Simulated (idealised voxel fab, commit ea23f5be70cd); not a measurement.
process module | voxel air gaps
Displayed cross-section: cut, width of 175 nm, square cells sized 5 nm.
Cross-sections here: square-cell grids, written as top-down lists of bands, a band being one or more rows of cells. Band: top and bottom heights (nm) first, top before bottom; then materials from left to right, widths in nm. "full width" marks a sole material filling the band edge to edge. "empty" denotes empty space. Convention: height 0 is the level below which the wafer, as received, is all one material. The lowest band does not terminate at the bottom but continues downward, represented as "0 -> down". A width such as "30 to 40" changes by the same amount from each row of cells to the next, from the band's top row to its bottom row. Where the words "no change" appear for a step, the cross-section shows no cell changed by that step; every cell remained as before. The entry "Tabulated closed voids" lists the empty spaces that cover at least 8 cells and have no open path to the top. Each is written as width x height at distance, where the distance is measured from the left edge and all three values are in nm. Text after the settings on a step's line: the simulator's own remark on that step. Each step line may optionally specify "overlay nm", which for a step with a mask gives the rightward distance between the mask's planned place and where it lay, a negative value indicating the leftward direction.

-- The steps planned for the process are as follows
1. RECEIVE (material Si)
2. CONFORMAL_DEP (material SiO2; thk nm 15)
3. CONFORMAL_DEP (material SiN; thk nm 5)
4. DIRECTIONAL_DEP (material SiO2; thk nm 30)
5. MASKED_ETCH (tone open; mask id LINES; width nm 15; pitch nm 40; etch materials SiO2; depth nm 30; overlay nm 0)
6. CONFORMAL_DEP (material TiN; thk nm 5)
7. FILL_DEP (material W; thk nm 10)
8. CMP (height nm 50)
9. EPI (material Ru; thk nm 10)
10. SELECTIVE_ETCH (etch materials SiO2; depth nm 40)
11. CONFORMAL_DEP (material SiN; thk nm 5)

-- Concerning the first of two wafers, which was run in accordance with the plan

-- Received-state cross-section, reflecting completion of step 1
0 -> down: Si full width
Tabulated closed voids: none

-- Cross-section through the wafer, step 2 finished
15 -> 0: SiO2 full width
Anything lower than 0 is untouched.

-- Cross-section through the wafer, step 3 finished
20 -> 15: SiN full width
Anything lower than 15 is untouched.

-- Cross-section through the wafer, step 4 finished
50 -> 20: SiO2 full width
Anything lower than 20 is untouched.

-- Cross-section through the wafer, step 5 finished
50 -> 20: SiO2 20  empty 15  SiO2 25  empty 15  SiO2 25  empty 15  SiO2 25  empty 15  SiO2 20
Anything lower than 20 is untouched.

-- Cross-section through the wafer, step 6 finished
55 -> 50: TiN 25  empty 5  TiN 35  empty 5  TiN 35  empty 5  TiN 35  empty 5  TiN 25
50 -> 25: SiO2 20  TiN 5  empty 5  TiN 5  SiO2 25  TiN 5  empty 5  TiN 5  SiO2 25  TiN 5  empty 5  TiN 5  SiO2 25  TiN 5  empty 5  TiN 5  SiO2 20
25 -> 20: SiO2 20  TiN 15  SiO2 25  TiN 15  SiO2 25  TiN 15  SiO2 25  TiN 15  SiO2 20
Anything lower than 20 is untouched.

-- Cross-section through the wafer, step 7 finished
65 -> 55: W full width
55 -> 50: TiN 25  W 5  TiN 35  W 5  TiN 35  W 5  TiN 35  W 5  TiN 25
50 -> 25: SiO2 20  TiN 5  W 5  TiN 5  SiO2 25  TiN 5  W 5  TiN 5  SiO2 25  TiN 5  W 5  TiN 5  SiO2 25  TiN 5  W 5  TiN 5  SiO2 20
Anything lower than 25 is untouched.

-- Cross-section through the wafer, step 8 finished
50 -> 25: SiO2 20  TiN 5  W 5  TiN 5  SiO2 25  TiN 5  W 5  TiN 5  SiO2 25  TiN 5  W 5  TiN 5  SiO2 25  TiN 5  W 5  TiN 5  SiO2 20
Anything lower than 25 is untouched.

-- Cross-section through the wafer, step 9 finished
60 -> 50: empty 10  Ru 35  empty 5  Ru 35  empty 5  Ru 35  empty 5  Ru 35  empty 10
Anything lower than 50 is untouched.

-- Cross-section through the wafer, step 10 finished
60 -> 50: empty 10  Ru 35  empty 5  Ru 35  empty 5  Ru 35  empty 5  Ru 35  empty 10
50 -> 25: empty 20  TiN 5  W 5  TiN 5  empty 25  TiN 5  W 5  TiN 5  empty 25  TiN 5  W 5  TiN 5  empty 25  TiN 5  W 5  TiN 5  empty 20
25 -> 20: empty 20  TiN 15  empty 25  TiN 15  empty 25  TiN 15  empty 25  TiN 15  empty 20
Anything lower than 20 is untouched.

-- Cross-section through the wafer, step 11 finished
65 -> 60: empty 5  SiN 165  empty 5
60 -> 50: empty 5  SiN 5  Ru 35  SiN 5  Ru 35  SiN 5  Ru 35  SiN 5  Ru 35  SiN 5  empty 5
50 -> 45: empty 5  SiN 15  TiN 5  W 5  TiN 5  SiN 25  TiN 5  W 5  TiN 5  SiN 25  TiN 5  W 5  TiN 5  SiN 25  TiN 5  W 5  TiN 5  SiN 15  empty 5
45 -> 25: empty 15  SiN 5  TiN 5  W 5  TiN 5  SiN 5  empty 15  SiN 5  TiN 5  W 5  TiN 5  SiN 5  empty 15  SiN 5  TiN 5  W 5  TiN 5  SiN 5  empty 15  SiN 5  TiN 5  W 5  TiN 5  SiN 5  empty 15
25 -> 20: SiN 20  TiN 15  SiN 25  TiN 15  SiN 25  TiN 15  SiN 25  TiN 15  SiN 20
Anything lower than 20 is untouched.
Tabulated closed voids: 15 x 20 at 40; 15 x 20 at 80; 15 x 20 at 120

-- The Second Wafer: Common Origin and Plan, One Mistake in Execution, Identical to the First Through Step 2

-- Cross-sectional representation of the second wafer at the time designated in the plan for the completion of step 3
45 -> 0: SiO2 full width
Anything lower than 0 is untouched.

-- Cross-sectional representation of the second wafer at the time designated in the plan for the completion of step 4
50 -> 45: SiN full width
Anything lower than 45 is untouched.

Cross-sectional representation of the second wafer at the time designated in the plan for the completion of step 5: no change

-- Cross-sectional representation of the second wafer at the time designated in the plan for the completion of step 6
55 -> 50: TiN full width
Anything lower than 50 is untouched.

-- Cross-sectional representation of the second wafer at the time designated in the plan for the completion of step 7
65 -> 55: W full width
Anything lower than 55 is untouched.

-- Cross-sectional representation of the second wafer at the time designated in the plan for the completion of step 8
50 -> 45: SiN full width
Anything lower than 45 is untouched.

Cross-sectional representation of the second wafer at the time designated in the plan for the completion of step 9: no change

Cross-sectional representation of the second wafer at the time designated in the plan for the completion of step 10: no change

-- Cross-sectional representation of the second wafer at the time designated in the plan for the completion of step 11
55 -> 45: SiN full width
Anything lower than 45 is untouched.
What went wrong in running the wafer? the intended sequence of steps 3 and 4 was reversed during processing, with each occupying the position of the other
Bottom line after processing is that, in cells, the second wafer is up or down on some materials versus the first: Ru: 56 fewer, SiN: 84 fewer, SiO2: 210 more, TiN: 52 fewer, W: 20 fewer
First wafer closed voids (final) = 3; second wafer closed voids (final) = 0.
